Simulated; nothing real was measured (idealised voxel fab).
process module | voxel gate over fins
cross-section cut | 255 nm wide | cells 5 nm
A cross-section is a grid of square cells, given in bands from the top down. A band is one or more rows of cells.
Each band's line starts with the height of the band's top and of its bottom, in nm. Then come its materials from left to right, each with its width in nm. One material with "throughout" fills the band from edge to edge. "air" is empty space.
Height 0 is the level under which the wafer as received is all one material. The lowest band goes on downwards, as in "0 down".
A width such as "30 to 40" changes by the same amount from each row of cells to the next, from the band's top row to its bottom row.
"no change" after a step means that no cell of the cross-section changed.
closed voids: empty space of 8 cells or more with no open way to the top, each as width x height at its distance from the left edge, in nm
after a step's settings: what the simulator itself notes on the step
overlay nm, on a step with a mask: how far to the right of its planned place the mask lay; to the left if negative
plan
1 op RECEIVE | material Si
2 op CONFORMAL_DEP | material SiN | thk nm 10
3 op MASKED_ETCH | tone cover | mask id FINS | width nm 15 | pitch nm 50 | etch materials SiN | depth nm 10 | overlay nm 0
4 op MASKED_ETCH | tone cover | mask id FINS | width nm 15 | pitch nm 50 | etch materials Si | depth nm 35 | overlay nm 0
5 op OXIDIZE | depth nm 5
6 op FILL_DEP | material SiO2 | thk nm 15
7 op CMP | height nm 10
8 op DIRECTIONAL_DEP | material aC | thk nm 10
9 op PATTERN | tone open | mask id RAIL | material resist | width nm 15 | thk nm 30 | overlay nm 0
10 op DIRECTIONAL_ETCH | etch materials aC | depth nm 10
11 op STRIP | etch materials resist
12 op DIRECTIONAL_ETCH | etch materials SiO2 | depth nm 40
13 op STRIP | etch materials aC
14 op CONFORMAL_DEP | material TiN | thk nm 5
15 op FILL_DEP | material W | thk nm 10
16 op CMP | height nm 10
17 op SELECTIVE_ETCH | etch materials W Ru TiN | depth nm 30
18 op FILL_DEP | material SiO2 | thk nm 5
19 op CMP | height nm 10
20 op SELECTIVE_ETCH | etch materials SiO2 | depth nm 20
21 op STRIP | etch materials SiN
22 op CONFORMAL_DEP | material HfO2 | thk nm 5
23 op CONFORMAL_DEP | material TiN | thk nm 5
24 op CONFORMAL_DEP | material TiAl | thk nm 5
25 op CONFORMAL_DEP | material TiN | thk nm 5
26 op FILL_DEP | material W | thk nm 15
27 op CMP | height nm 30
28 op CONFORMAL_DEP | material SiN | thk nm 5
as received, after step 1
  0 down: Si throughout
  closed voids: none
first wafer at the end, as planned
  35 to 30: SiN throughout
  30 to 20: W throughout
  20 to 15: W 80 | TiN 45 | W 5 | TiN 45 | W 80
  15 to 10: W 80 | TiN 5 | TiAl 35 | TiN 5 | W 5 | TiN 5 | TiAl 35 | TiN 5 | W 80
  10 to 5: TiN 85 | TiAl 5 | TiN 25 | TiAl 5 | TiN 15 | TiAl 5 | TiN 25 | TiAl 5 | TiN 85
  5 to 0: TiAl 90 | TiN 5 | HfO2 15 | TiN 5 | TiAl 25 | TiN 5 | HfO2 15 | TiN 5 | TiAl 90
  0 to -5: TiN 95 | HfO2 5 | Si 5 | HfO2 5 | TiN 35 | HfO2 5 | Si 5 | HfO2 5 | TiN 95
  -5 to -10: HfO2 100 | Si 5 | HfO2 45 | Si 5 | HfO2 100
  -10 to -20: SiO2 100 | Si 5 | SiO2 45 | Si 5 | SiO2 100
  -20 to -25: SiO2 100 | Si 5 | SiO2 15 | TiN 5 | W 5 | TiN 5 | SiO2 15 | Si 5 | SiO2 100
  -25 to -30: SiO2 100 | Si 5 | SiO2 15 | TiN 15 | SiO2 15 | Si 5 | SiO2 100
  -30 to -40: SiO2 100 | Si 5 | SiO2 45 | Si 5 | SiO2 100
  -40 down: Si throughout
  closed voids: none
second wafer at the end: like start, like plan, one mistake
  35 to 30: SiN throughout
  30 to 20: W throughout
  20 to 15: W 80 | TiAl 45 | W 5 | TiAl 45 | W 80
  15 to 10: W 80 | TiAl 5 | TiN 35 | TiAl 5 | W 5 | TiAl 5 | TiN 35 | TiAl 5 | W 80
  10 to 5: TiAl 85 | TiN 35 | TiAl 15 | TiN 35 | TiAl 85
  5 to 0: TiN 95 | HfO2 15 | TiN 35 | HfO2 15 | TiN 95
  0 to -5: TiN 95 | HfO2 5 | Si 5 | HfO2 5 | TiN 35 | HfO2 5 | Si 5 | HfO2 5 | TiN 95
  -5 to -10: HfO2 100 | Si 5 | HfO2 45 | Si 5 | HfO2 100
  -10 to -20: SiO2 100 | Si 5 | SiO2 45 | Si 5 | SiO2 100
  -20 to -25: SiO2 100 | Si 5 | SiO2 15 | TiN 5 | W 5 | TiN 5 | SiO2 15 | Si 5 | SiO2 100
  -25 to -30: SiO2 100 | Si 5 | SiO2 15 | TiN 15 | SiO2 15 | Si 5 | SiO2 100
  -30 to -40: SiO2 100 | Si 5 | SiO2 45 | Si 5 | SiO2 100
  -40 down: Si throughout
  closed voids: none
what went wrong: steps 24 and 25 were swapped
at the end the second wafer has, in cells: as many of each material as the first, in other places
